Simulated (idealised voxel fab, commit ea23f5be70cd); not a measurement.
The name of this process module is voxel capacitor over wiring.
Displayed cross-section: cut, width of 235 nm, square cells sized 5 nm.
Cross-sections here: square-cell grids, written as top-down lists of bands, a band being one or more rows of cells. Within each band entry, the heights of the top and of the bottom of the band appear first, in that order and in nm; the materials of the band then follow from left to right, each with its corresponding width in nm. The designation "all across" on a single material indicates that it fills the band from edge to edge; the designation "blank" indicates empty space. Note: height 0 marks the level under which the wafer is uniformly one material as received. Lowest band unbounded below, written "0 -> down". The notation "30->40" denotes a width that varies across the rows of cells in the band, beginning at the first number in the top row, finishing at the second number in the bottom row, and changing by an identical amount from each row to the next. Where the words "no alteration" appear for a step, the cross-section shows no cell changed by that step; every cell remained as before. In the "Enclosed void entries" entry, you get each enclosed empty space of 8 cells or more, one with no open way to the top, written width x height at distance, distance from the left edge, in nm. Heads up: the bit after the settings on a step's line is the simulator's remark on that step. On any step carrying a mask, the "overlay nm" setting, if present on the step's line, tells how far right of its planned place the mask lay; negative values point to the left.

# Below is the list of planned process steps
1 op RECEIVE | material Si
2 op CONFORMAL_DEP | material SiO2 | thk nm 10
3 op DIRECTIONAL_DEP | material TiN | thk nm 5
4 op DIRECTIONAL_DEP | material Ru | thk nm 25
5 op DIRECTIONAL_DEP | material aC | thk nm 10
6 op PATTERN | tone cover | mask id METAL_1 | material resist | width nm 30 | pitch nm 90 | thk nm 25 | overlay nm 0
7 op DIRECTIONAL_ETCH | etch materials aC | depth nm 10
8 op STRIP | etch materials resist
9 op DIRECTIONAL_ETCH | etch materials Ru | depth nm 25
10 op DIRECTIONAL_ETCH | etch materials TiN | depth nm 5
11 op STRIP | etch materials aC
12 op CONFORMAL_DEP | material SiN | thk nm 5
13 op FILL_DEP | material SiO2 | thk nm 5
14 op CMP | height nm 40
15 op CONFORMAL_DEP | material SiCN | thk nm 5
16 op DIRECTIONAL_DEP | material lowk | thk nm 10
17 op DIRECTIONAL_DEP | material aC | thk nm 10
18 op PATTERN | tone open | mask id PLUG_1 | material resist | width nm 15 | thk nm 25 | overlay nm 0
19 op DIRECTIONAL_ETCH | etch materials aC | depth nm 10
20 op STRIP | etch materials resist
21 op DIRECTIONAL_ETCH | etch materials lowk | depth nm 10
22 op DIRECTIONAL_ETCH | etch materials SiCN | depth nm 5
23 op STRIP | etch materials aC
24 op EPI | material Ru | thk nm 10
25 op EPI | material Ru | thk nm 5
26 op DIRECTIONAL_DEP | material TiN | thk nm 10
27 op DIRECTIONAL_DEP | material Al2O3 | thk nm 5
28 op DIRECTIONAL_DEP | material TiN | thk nm 10
29 op PATTERN | tone cover | mask id UPPER_PLATE | material resist | width nm 65 | thk nm 20 | overlay nm 0
30 op DIRECTIONAL_ETCH | etch materials TiN | depth nm 10
31 op DIRECTIONAL_ETCH | etch materials Al2O3 | depth nm 5
32 op STRIP | etch materials resist
33 op DIRECTIONAL_DEP | material aC | thk nm 15
34 op PATTERN | tone cover | mask id LOWER_PLATE | material resist | width nm 75 | thk nm 35 | overlay nm 0
35 op DIRECTIONAL_ETCH | etch materials aC | depth nm 15
36 op STRIP | etch materials resist
37 op DIRECTIONAL_ETCH | etch materials TiN | depth nm 10
38 op STRIP | etch materials aC
39 op FILL_DEP | material SiO2 | thk nm 15
40 op CMP | height nm 90
41 op MASKED_ETCH | tone open | mask id PLUG_2 | width nm 15 | etch materials SiO2 | depth nm 10 | overlay nm 0
42 op CONFORMAL_DEP | material TiN | thk nm 5
43 op FILL_DEP | material W | thk nm 5
44 op CMP | height nm 90
45 op CONFORMAL_DEP | material SiCN | thk nm 5

# Incoming wafer, cross-sectional view, post step 1
    0 -> down | Si all across
    Enclosed void entries: none

# Cross-section taken at module completion on the first of two wafers; processed per the plan
    95 -> 90 | SiCN all across
    90 -> 85 | SiO2 80 nm | TiN 5 nm | W 5 nm | TiN 5 nm | SiO2 140 nm
    85 -> 80 | SiO2 80 nm | TiN 15 nm | SiO2 140 nm
    80 -> 70 | SiO2 70 nm | TiN 65 nm | SiO2 100 nm
    70 -> 65 | SiO2 70 nm | Al2O3 65 nm | SiO2 100 nm
    65 -> 55 | SiO2 65 nm | TiN 75 nm | SiO2 95 nm
    55 -> 45 | lowk 70 nm | Ru 15 nm | lowk 150 nm
    45 -> 40 | SiCN 70 nm | Ru 15 nm | SiCN 150 nm
    40 -> 15 | SiO2 50 nm | SiN 5 nm | Ru 30 nm | SiN 5 nm | SiO2 50 nm | SiN 5 nm | Ru 30 nm | SiN 5 nm | SiO2 55 nm
    15 -> 10 | SiN 55 nm | TiN 30 nm | SiN 60 nm | TiN 30 nm | SiN 60 nm
    10 -> 0 | SiO2 all across
    0 -> down | Si all across
    Enclosed void entries: none

# Here is the second of the two wafers cut open at the end of the module - same start, same plan as the first one, but we made one mistake running it
    95 -> 90 | SiCN all across
    90 -> 85 | SiO2 80 nm | TiN 5 nm | W 5 nm | TiN 5 nm | SiO2 140 nm
    85 -> 80 | SiO2 80 nm | TiN 15 nm | SiO2 140 nm
    80 -> 70 | SiO2 70 nm | TiN 65 nm | SiO2 100 nm
    70 -> 65 | SiO2 70 nm | Al2O3 65 nm | SiO2 100 nm
    65 -> 55 | SiO2 70 nm | TiN 70 nm | SiO2 95 nm
    55 -> 45 | lowk 70 nm | Ru 15 nm | lowk 150 nm
    45 -> 40 | SiCN 70 nm | Ru 15 nm | SiCN 150 nm
    40 -> 15 | SiO2 50 nm | SiN 5 nm | Ru 30 nm | SiN 5 nm | SiO2 50 nm | SiN 5 nm | Ru 30 nm | SiN 5 nm | SiO2 55 nm
    15 -> 10 | SiN 55 nm | TiN 30 nm | SiN 60 nm | TiN 30 nm | SiN 60 nm
    10 -> 0 | SiO2 all across
    0 -> down | Si all across
    Enclosed void entries: none
Which mistake was made when the wafer was run? the process deviated at step 34: the operation and settings actually run there were op PATTERN | tone cover | mask id LOWER_PLATE | material resist | width nm 70 | thk nm 35 | overlay nm 0
In the final state, the cell counts of the second wafer exceed or fall short of those of the first for the following materials: 2 more of SiO2; 2 fewer of TiN
